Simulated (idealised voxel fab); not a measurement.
Module name: voxel transistor to metal (process module)
Cross-section cut spans 300 nm and uses square cells 5 nm in size.
A cross-section is a grid of square cells, given in bands from the top down. A band is one or more rows of cells.
In this notation a band is specified by the heights of its top and bottom, in that order and in nm, after which its materials appear from left to right, each paired with its width in nm. The word "all across" attached to a single material means that material fills the band from edge to edge; the word "empty" stands for empty space.
Beneath 0, the wafer as received is one material, and that level is where height counting begins. The lowest band goes on downward without a bottom; it is written like "from 0 down".
Think of "30 to 40" as a width that walks from the first number to the second as you go down the band, top row to bottom row, taking equal-sized steps from row to row.
Take "nothing got changed" at face value: in the step it is given for, the cross-section changed in none of its cells.
"Entrapped void list" contains a list of empty spaces, each no smaller than 8 cells and without an open way to the top, written in the form width x height at distance with the distance from the left edge and all three in nm.
What comes after the settings on a step's line is commentary from the simulator itself on that step.
When a step includes a mask, the "overlay nm" setting on its line states how far to the right of its planned place that mask lay, and negative values state how far to the left.

Below is the list of planned process steps:
1 RECEIVE [material Si]
2 OXIDIZE [depth nm 5]
3 CONFORMAL_DEP [material SiN] [thk nm 15]
4 DIRECTIONAL_DEP [material aC] [thk nm 15]
5 PATTERN [tone cover] [mask id ACTIVE] [material resist] [width nm 95] [pitch nm 125] [thk nm 35] [overlay nm 0]
6 DIRECTIONAL_ETCH [etch materials aC] [depth nm 15]
7 STRIP [etch materials resist]
8 DIRECTIONAL_ETCH [etch materials SiN] [depth nm 15]
9 DIRECTIONAL_ETCH [etch materials SiO2] [depth nm 5]
10 DIRECTIONAL_ETCH [etch materials Si] [depth nm 30]
11 STRIP [etch materials aC]
12 FILL_DEP [material SiO2] [thk nm 15]
13 CMP [height nm 15]
14 SELECTIVE_ETCH [etch materials SiO2] [depth nm 10]
15 STRIP [etch materials SiN]
16 SELECTIVE_ETCH [etch materials SiO2] [depth nm 5]
17 OXIDIZE [depth nm 5]
18 DIRECTIONAL_DEP [material polySi] [thk nm 20]
19 DIRECTIONAL_DEP [material SiCN] [thk nm 15]
20 MASKED_ETCH [tone cover] [mask id GATE] [width nm 25] [pitch nm 125] [etch materials SiCN] [depth nm 25] [overlay nm 0]
21 MASKED_ETCH [tone cover] [mask id GATE] [width nm 25] [pitch nm 125] [etch materials polySi] [depth nm 30] [overlay nm 0]
22 CONFORMAL_DEP [material SiN] [thk nm 10]
23 DIRECTIONAL_ETCH [etch materials SiN] [depth nm 10]
24 DIRECTIONAL_ETCH [etch materials SiO2] [depth nm 5]
25 EPI [material nSi] [thk nm 5]
26 FILL_DEP [material SiO2] [thk nm 5]
27 CMP [height nm 15]
28 STRIP [etch materials polySi]
29 SELECTIVE_ETCH [etch materials SiO2] [depth nm 5]
30 CONFORMAL_DEP [material HfO2] [thk nm 5]
31 CONFORMAL_DEP [material TiN] [thk nm 5]
32 FILL_DEP [material W] [thk nm 5]
33 CMP [height nm 10]
34 DIRECTIONAL_DEP [material SiO2] [thk nm 10]
35 PATTERN [tone open] [mask id CONTACT] [material resist] [width nm 15] [thk nm 20] [overlay nm 0]
36 DIRECTIONAL_ETCH [etch materials SiO2] [depth nm 25]
37 STRIP [etch materials resist]
38 CONFORMAL_DEP [material TiN] [thk nm 5]
39 FILL_DEP [material Ru] [thk nm 10]
40 CMP [height nm 20]
41 CONFORMAL_DEP [material SiCN] [thk nm 5]
42 DIRECTIONAL_DEP [material lowk] [thk nm 20]
43 DIRECTIONAL_DEP [material aC] [thk nm 10]
44 PATTERN [tone open] [mask id METAL_1] [material resist] [width nm 15] [thk nm 30] [overlay nm 0]
45 DIRECTIONAL_ETCH [etch materials aC] [depth nm 10]
46 STRIP [etch materials resist]
47 DIRECTIONAL_ETCH [etch materials lowk] [depth nm 20]
48 DIRECTIONAL_ETCH [etch materials SiCN] [depth nm 5]
49 STRIP [etch materials aC]
50 CONFORMAL_DEP [material TiN] [thk nm 5]
51 FILL_DEP [material Ru] [thk nm 10]
52 CMP [height nm 45]
53 CONFORMAL_DEP [material SiCN] [thk nm 5]
54 DIRECTIONAL_DEP [material SiO2] [thk nm 30]
55 PATTERN [tone open] [mask id METAL_2] [material resist] [width nm 15] [pitch nm 125] [thk nm 15] [overlay nm 0]
56 DIRECTIONAL_ETCH [etch materials SiO2] [depth nm 15]
57 STRIP [etch materials resist]
58 PATTERN [tone open] [mask id METAL_2_HOLES] [material resist] [width nm 15] [pitch nm 125] [thk nm 20] [overlay nm 0]
59 DIRECTIONAL_ETCH [etch materials SiO2] [depth nm 15]
60 DIRECTIONAL_ETCH [etch materials SiCN] [depth nm 5]
61 STRIP [etch materials resist]
62 CONFORMAL_DEP [material TiN] [thk nm 5]
63 FILL_DEP [material Ru] [thk nm 10]
64 CMP [height nm 80]
65 CONFORMAL_DEP [material SiN] [thk nm 5]
Same starting wafers, different width nm at step 35. Plan value belongs to the first wafer.

Cross-section: the first of several wafers in its as-received state, i.e. following step 1:
- from 0 down  Si all across
- Entrapped void list: none

Cross-section of the first of several wafers, taken after step 65, where the module ends:
- from 85 to 80  SiN all across
- from 80 to 50  45 nm SiO2 / 5 nm TiN / 5 nm Ru / 5 nm TiN / 110 nm SiO2 / 5 nm TiN / 5 nm Ru / 5 nm TiN / 115 nm SiO2
- from 50 to 45  45 nm SiCN / 15 nm TiN / 110 nm SiCN / 15 nm TiN / 115 nm SiCN
- from 45 to 25  45 nm lowk / 5 nm TiN / 5 nm Ru / 5 nm TiN / 55 nm lowk / 5 nm TiN / 5 nm Ru / 5 nm TiN / 40 nm lowk / 5 nm TiN / 5 nm Ru / 5 nm TiN / 55 nm lowk / 5 nm TiN / 5 nm Ru / 5 nm TiN / 45 nm lowk
- from 25 to 20  45 nm SiCN / 15 nm TiN / 55 nm SiCN / 15 nm TiN / 40 nm SiCN / 15 nm TiN / 55 nm SiCN / 15 nm TiN / 45 nm SiCN
- from 20 to 10  45 nm SiO2 / 5 nm TiN / 5 nm Ru / 5 nm TiN / 55 nm SiO2 / 5 nm TiN / 5 nm Ru / 5 nm TiN / 40 nm SiO2 / 5 nm TiN / 5 nm Ru / 5 nm TiN / 55 nm SiO2 / 5 nm TiN / 5 nm Ru / 5 nm TiN / 45 nm SiO2
- from 10 to 0  45 nm SiO2 / 5 nm TiN / 5 nm Ru / 5 nm TiN / 5 nm SiO2 / 10 nm SiN / 5 nm HfO2 / 5 nm TiN / 5 nm W / 5 nm TiN / 5 nm HfO2 / 10 nm SiN / 5 nm SiO2 / 5 nm TiN / 5 nm Ru / 5 nm TiN / 40 nm SiO2 / 5 nm TiN / 5 nm Ru / 5 nm TiN / 5 nm SiO2 / 10 nm SiN / 5 nm HfO2 / 5 nm TiN / 5 nm W / 5 nm TiN / 5 nm HfO2 / 10 nm SiN / 5 nm SiO2 / 5 nm TiN / 5 nm Ru / 5 nm TiN / 45 nm SiO2
- from 0 to -5  35 nm SiO2 / 10 nm SiN / 15 nm TiN / 5 nm SiO2 / 10 nm SiN / 5 nm HfO2 / 15 nm TiN / 5 nm HfO2 / 10 nm SiN / 5 nm SiO2 / 15 nm TiN / 10 nm SiN / 20 nm SiO2 / 10 nm SiN / 15 nm TiN / 5 nm SiO2 / 10 nm SiN / 5 nm HfO2 / 15 nm TiN / 5 nm HfO2 / 10 nm SiN / 5 nm SiO2 / 15 nm TiN / 10 nm SiN / 35 nm SiO2
- from -5 to -10  45 nm SiO2 / 20 nm nSi / 5 nm SiO2 / 35 nm HfO2 / 5 nm SiO2 / 20 nm nSi / 40 nm SiO2 / 20 nm nSi / 5 nm SiO2 / 35 nm HfO2 / 5 nm SiO2 / 20 nm nSi / 45 nm SiO2
- from -10 to -35  40 nm SiO2 / 95 nm Si / 30 nm SiO2 / 95 nm Si / 40 nm SiO2
- from -35 down  Si all across
- Entrapped void list: none

The module's end: a cross-section of the last wafer:
- from 85 to 80  SiN all across
- from 80 to 50  45 nm SiO2 / 5 nm TiN / 5 nm Ru / 5 nm TiN / 110 nm SiO2 / 5 nm TiN / 5 nm Ru / 5 nm TiN / 115 nm SiO2
- from 50 to 45  45 nm SiCN / 15 nm TiN / 110 nm SiCN / 15 nm TiN / 115 nm SiCN
- from 45 to 25  45 nm lowk / 5 nm TiN / 5 nm Ru / 5 nm TiN / 55 nm lowk / 5 nm TiN / 5 nm Ru / 5 nm TiN / 40 nm lowk / 5 nm TiN / 5 nm Ru / 5 nm TiN / 55 nm lowk / 5 nm TiN / 5 nm Ru / 5 nm TiN / 45 nm lowk
- from 25 to 20  45 nm SiCN / 15 nm TiN / 55 nm SiCN / 15 nm TiN / 40 nm SiCN / 15 nm TiN / 55 nm SiCN / 15 nm TiN / 45 nm SiCN
- from 20 to 10  40 nm SiO2 / 5 nm TiN / 20 to 15 nm Ru / 5 to 10 nm TiN / 40 nm SiO2 / 5 nm TiN / 20 nm Ru / 5 nm TiN / 25 nm SiO2 / 5 nm TiN / 20 to 15 nm Ru / 5 to 10 nm TiN / 40 nm SiO2 / 5 nm TiN / 20 nm Ru / 5 nm TiN / 35 nm SiO2
- from 10 to 0  40 nm SiO2 / 5 to 10 nm TiN / 15 to 10 nm Ru / 5 nm TiN / 10 nm SiN / 5 nm HfO2 / 5 nm TiN / 5 nm W / 5 nm TiN / 5 nm HfO2 / 10 nm SiN / 5 nm TiN / 20 to 10 nm Ru / 5 to 15 nm TiN / 25 nm SiO2 / 5 to 10 nm TiN / 15 to 10 nm Ru / 5 nm TiN / 10 nm SiN / 5 nm HfO2 / 5 nm TiN / 5 nm W / 5 nm TiN / 5 nm HfO2 / 10 nm SiN / 5 nm TiN / 20 to 10 nm Ru / 5 to 15 nm TiN / 35 nm SiO2
- from 0 to -5  35 nm SiO2 / 10 nm SiN / 20 nm TiN / 10 nm SiN / 5 nm HfO2 / 15 nm TiN / 5 nm HfO2 / 10 nm SiN / 20 nm TiN / 10 nm SiN / 20 nm SiO2 / 10 nm SiN / 20 nm TiN / 10 nm SiN / 5 nm HfO2 / 15 nm TiN / 5 nm HfO2 / 10 nm SiN / 20 nm TiN / 10 nm SiN / 35 nm SiO2
- from -5 to -10  45 nm SiO2 / 20 nm nSi / 5 nm SiO2 / 35 nm HfO2 / 5 nm SiO2 / 20 nm nSi / 40 nm SiO2 / 20 nm nSi / 5 nm SiO2 / 35 nm HfO2 / 5 nm SiO2 / 20 nm nSi / 45 nm SiO2
- from -10 to -35  40 nm SiO2 / 95 nm Si / 30 nm SiO2 / 95 nm Si / 40 nm SiO2
- from -35 down  Si all across
- Entrapped void list: none

For your reference, the table is organized with a row per wafer; each row reflects the wafer at the end of the module, indicating for each material the cells gained (+) or lost (-) since receipt, and thereafter its closed voids:
width nm 15; +26 HfO2; +44 Ru; -230 Si; +102 SiCN; +92 SiN; +642 SiO2; +132 TiN; +4 W; +192 lowk; +16 nSi; Entrapped void list: none
width nm 20; +26 HfO2; +58 Ru; -230 Si; +102 SiCN; +92 SiN; +624 SiO2; +136 TiN; +4 W; +192 lowk; +16 nSi; Entrapped void list: none
width nm 25; +26 HfO2; +72 Ru; -230 Si; +102 SiCN; +92 SiN; +606 SiO2; +140 TiN; +4 W; +192 lowk; +16 nSi; Entrapped void list: none
width nm 30; +26 HfO2; +80 Ru; -230 Si; +102 SiCN; +92 SiN; +594 SiO2; +144 TiN; +4 W; +192 lowk; +16 nSi; Entrapped void list: none
